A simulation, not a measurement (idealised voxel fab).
voxel self aligned contacts: a process module
FYI the section here is cut, 250 nm wide, cells are 5 nm squares.
Cross-section = grid of square cells, listed top down in bands; band = one or more rows. Top height, bottom height, nm. Materials left to right, width each, nm. Single material + "everywhere" = fills band edge to edge. "air" = empty. Where do heights start? At 0: under that level the wafer as delivered is made of one material only. And the lowest band has no floor; it just carries on downward, as in "0 down". A width such as "30 to 40" changes by the same amount from each row of cells to the next, from the band's top row to its bottom row. The designation "remains unaltered", where it is given for a processing step, indicates that no cell of the cross-section was altered in the course of that step. You'll see "Voids, fully enclosed" listing empty spaces that have no way open to the top, as long as they're 8 cells or more; the notation is width x height at distance, where the distance is from the left edge, and all of it is in nm. What comes after the settings on a step's line is commentary from the simulator itself on that step. "overlay nm" on a masked step: distance the mask lay right of its planned place, negative for left.

[Process steps - plan]
- 1: RECEIVE,material Si
- 2: CONFORMAL_DEP,material SiO2,thk nm 5
- 3: DIRECTIONAL_DEP,material polySi,thk nm 30
- 4: DIRECTIONAL_DEP,material SiN,thk nm 15
- 5: PATTERN,tone cover,mask id GATE,material resist,width nm 35,pitch nm 60,thk nm 15,overlay nm 0
- 6: DIRECTIONAL_ETCH,etch materials SiN,depth nm 15
- 7: DIRECTIONAL_ETCH,etch materials polySi,depth nm 30
- 8: STRIP,etch materials resist
- 9: CONFORMAL_DEP,material SiN,thk nm 5
- 10: DIRECTIONAL_ETCH,etch materials SiN,depth nm 5
- 11: FILL_DEP,material SiO2,thk nm 15
- 12: CMP,height nm 60
- 13: PATTERN,tone open,mask id CONTACT,material resist,width nm 35,pitch nm 60,thk nm 15,overlay nm 0
- 14: DIRECTIONAL_ETCH,etch materials SiO2,depth nm 60
- 15: STRIP,etch materials resist
- 16: CONFORMAL_DEP,material TiN,thk nm 5
- 17: FILL_DEP,material Ru,thk nm 5
- 18: CMP,height nm 60
- 19: CONFORMAL_DEP,material SiCN,thk nm 5

[The cross-section here shows the wafer as received, i.e. in its state after step 1]
* 0 down: Si everywhere
* Voids, fully enclosed: none

[Looking at the first of two wafers in cross-section at end of module - ran to plan]
* 65 to 60: SiCN everywhere
* 60 to 50: SiO2 75 nm / TiN 5 to 15 nm / Ru 25 to 5 nm / TiN 5 to 15 nm / SiO2 25 nm / TiN 5 to 15 nm / Ru 25 to 5 nm / TiN 5 to 15 nm / SiO2 80 nm
* 50 to 35: SiO2 40 nm / SiN 45 nm / TiN 5 nm / Ru 5 nm / TiN 5 nm / SiN 45 nm / TiN 5 nm / Ru 5 nm / TiN 5 nm / SiN 45 nm / SiO2 45 nm
* 35 to 5: SiO2 40 nm / SiN 5 nm / polySi 35 nm / SiN 5 nm / TiN 5 nm / Ru 5 nm / TiN 5 nm / SiN 5 nm / polySi 35 nm / SiN 5 nm / TiN 5 nm / Ru 5 nm / TiN 5 nm / SiN 5 nm / polySi 35 nm / SiN 5 nm / SiO2 45 nm
* 5 to 0: SiO2 85 nm / TiN 15 nm / SiO2 45 nm / TiN 15 nm / SiO2 90 nm
* 0 down: Si everywhere
* Voids, fully enclosed: none

[Here is the second of the two wafers cut open at the end of the module - same start, same plan as the first one, but we made one mistake running it]
* 65 to 60: SiCN everywhere
* 60 to 50: SiO2 75 nm / TiN 5 nm / Ru 25 nm / TiN 5 nm / SiO2 25 nm / TiN 5 nm / Ru 25 nm / TiN 5 nm / SiO2 80 nm
* 50 to 45: SiO2 75 nm / TiN 15 nm / Ru 5 nm / TiN 15 nm / SiO2 25 nm / TiN 15 nm / Ru 5 nm / TiN 15 nm / SiO2 80 nm
* 45 to 30: SiO2 40 nm / SiN 45 nm / TiN 5 nm / Ru 5 nm / TiN 5 nm / SiN 45 nm / TiN 5 nm / Ru 5 nm / TiN 5 nm / SiN 45 nm / SiO2 45 nm
* 30 to 5: SiO2 40 nm / SiN 5 nm / polySi 35 nm / SiN 5 nm / TiN 5 nm / Ru 5 nm / TiN 5 nm / SiN 5 nm / polySi 35 nm / SiN 5 nm / TiN 5 nm / Ru 5 nm / TiN 5 nm / SiN 5 nm / polySi 35 nm / SiN 5 nm / SiO2 45 nm
* 5 to 0: SiO2 40 nm / SiN 5 nm / polySi 35 nm / SiN 5 nm / TiN 15 nm / SiN 5 nm / polySi 35 nm / SiN 5 nm / TiN 15 nm / SiN 5 nm / polySi 35 nm / SiN 5 nm / SiO2 45 nm
* 0 down: Si everywhere
* Voids, fully enclosed: none
It is concluded that the wafer was processed incorrectly with respect to the plan, in that the run left out plan step 2 entirely, so it was never executed
At the finish, the second wafer shows more or fewer cells for some materials than the first does: +8 Ru, -8 SiO2
